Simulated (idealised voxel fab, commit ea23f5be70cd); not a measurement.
process module | voxel double patterning
cross-section cut | 175 nm wide | cells 5 nm
A cross-section is a grid of square cells, given in bands from the top down. A band is one or more rows of cells.
Each band's line starts with the height of the band's top and of its bottom, in nm. Then come its materials from left to right, each with its width in nm. One material with "throughout" fills the band from edge to edge. "air" is empty space.
Height 0 is the level under which the wafer as received is all one material. The lowest band goes on downwards, as in "0 down".
A width such as "30 to 40" changes by the same amount from each row of cells to the next, from the band's top row to its bottom row.
"no change" after a step means that no cell of the cross-section changed.
closed voids: empty space of 8 cells or more with no open way to the top, each as width x height at its distance from the left edge, in nm
after a step's settings: what the simulator itself notes on the step
overlay nm, on a step with a mask: how far to the right of its planned place the mask lay; to the left if negative
plan
1 op RECEIVE | material Si
2 op CONFORMAL_DEP | material SiN | thk nm 10
3 op DIRECTIONAL_DEP | material SiO2 | thk nm 15
4 op DIRECTIONAL_DEP | material SiCN | thk nm 10
5 op DIRECTIONAL_DEP | material aC | thk nm 10
6 op PATTERN | tone open | mask id FIRST | material resist | width nm 15 | pitch nm 50 | thk nm 30 | overlay nm 0
7 op DIRECTIONAL_ETCH | etch materials aC | depth nm 10
8 op STRIP | etch materials resist
9 op DIRECTIONAL_ETCH | etch materials SiCN | depth nm 10
10 op STRIP | etch materials aC
11 op MASKED_ETCH | tone open | mask id SECOND | width nm 15 | pitch nm 50 | etch materials SiCN | depth nm 10 | overlay nm 0
12 op DIRECTIONAL_ETCH | etch materials SiO2 | depth nm 15
13 op STRIP | etch materials SiCN
as received, after step 1
  0 down: Si throughout
  closed voids: none
first wafer at the end, as planned
  25 to 10: SiO2 30 | air 15 | SiO2 10 | air 15 | SiO2 10 | air 15 | SiO2 10 | air 15 | SiO2 10 | air 15 | SiO2 30
  10 to 0: SiN throughout
  0 down: Si throughout
  closed voids: none
second wafer at the end: like start, like plan, one mistake
  25 to 15: SiN throughout
  15 to 0: SiO2 throughout
  0 down: Si throughout
  closed voids: none
what went wrong: steps 2 and 3 were swapped
at the end the second wafer has, in cells: 45 more of SiO2
